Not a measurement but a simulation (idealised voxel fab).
Documented hereafter: the process module known as voxel self aligned contacts.
This is section cut - it's 220 nm across, gridded in 5 nm square cells.
Cross-section format: a grid of square cells, given as bands from top to bottom; each band is one or more rows of cells.
First you get the band's top height and its bottom height, in nm, and then the materials it's made of, left to right, with each width in nm. If you see a single material with "everywhere", that one covers the band edge to edge. "air" is empty space.
Ref level 0: as-received wafer is one material below here. Bottom band extends down with no lower bound ("top 0, no bottom").
Graded width ("30..40"): value in top row of band = first number; value in bottom row = second number; row-to-row change constant.
Key: "remained the same" - step with no changed cell in the cross-section.
Voids not open to the top, 8 cells minimum: see "closed voids". Written width x height at distance; distance is from the left edge; nm.
Whatever follows a step's settings on its line is a remark the simulator itself makes about that step.
When a step includes a mask, the "overlay nm" setting on its line states how far to the right of its planned place that mask lay, and negative values state how far to the left.
Plan:
1) RECEIVE | material Si
2) CONFORMAL_DEP | material SiO2 | thk nm 5
3) DIRECTIONAL_DEP | material polySi | thk nm 25
4) DIRECTIONAL_DEP | material SiN | thk nm 25
5) PATTERN | tone cover | mask id GATE | material resist | width nm 30 | pitch nm 75 | thk nm 20 | overlay nm 0
6) DIRECTIONAL_ETCH | etch materials SiN | depth nm 25
7) DIRECTIONAL_ETCH | etch materials polySi | depth nm 25
8) STRIP | etch materials resist
9) CONFORMAL_DEP | material SiN | thk nm 10
10) DIRECTIONAL_ETCH | etch materials SiN | depth nm 10
11) FILL_DEP | material SiO2 | thk nm 15
12) CMP | height nm 60
13) MASKED_ETCH | tone open | mask id CONTACT | width nm 55 | etch materials SiO2 | depth nm 60 | overlay nm -15
14) CONFORMAL_DEP | material TiN | thk nm 5
15) FILL_DEP | material W | thk nm 5
16) CMP | height nm 60
17) CONFORMAL_DEP | material SiCN | thk nm 5
Variable across wafers: step 13 overlay nm (plan value is that of the first wafer; starting state common to all).
Cross-section, first of several wafers, as delivered after step 1:
	top 0, no bottom = Si everywhere
	closed voids: none
Each row below is a wafer at the end of the module, listing for every material the number of cells it has gained (+) or lost (-) since it was received, followed by its closed voids:
overlay nm -15, +44 SiCN, +140 SiN, +262 SiO2, +33 TiN, +33 W, +60 polySi, closed voids: none
overlay nm -10, +44 SiCN, +140 SiN, +262 SiO2, +33 TiN, +33 W, +60 polySi, closed voids: none
overlay nm -5, +44 SiCN, +140 SiN, +262 SiO2, +33 TiN, +33 W, +60 polySi, closed voids: none
overlay nm 0, +44 SiCN, +140 SiN, +262 SiO2, +33 TiN, +33 W, +60 polySi, closed voids: none
overlay nm 5, +44 SiCN, +140 SiN, +262 SiO2, +33 TiN, +33 W, +60 polySi, closed voids: none
overlay nm 10, +44 SiCN, +140 SiN, +262 SiO2, +33 TiN, +33 W, +60 polySi, closed voids: none
overlay nm 15, +44 SiCN, +140 SiN, +262 SiO2, +33 TiN, +33 W, +60 polySi, closed voids: none
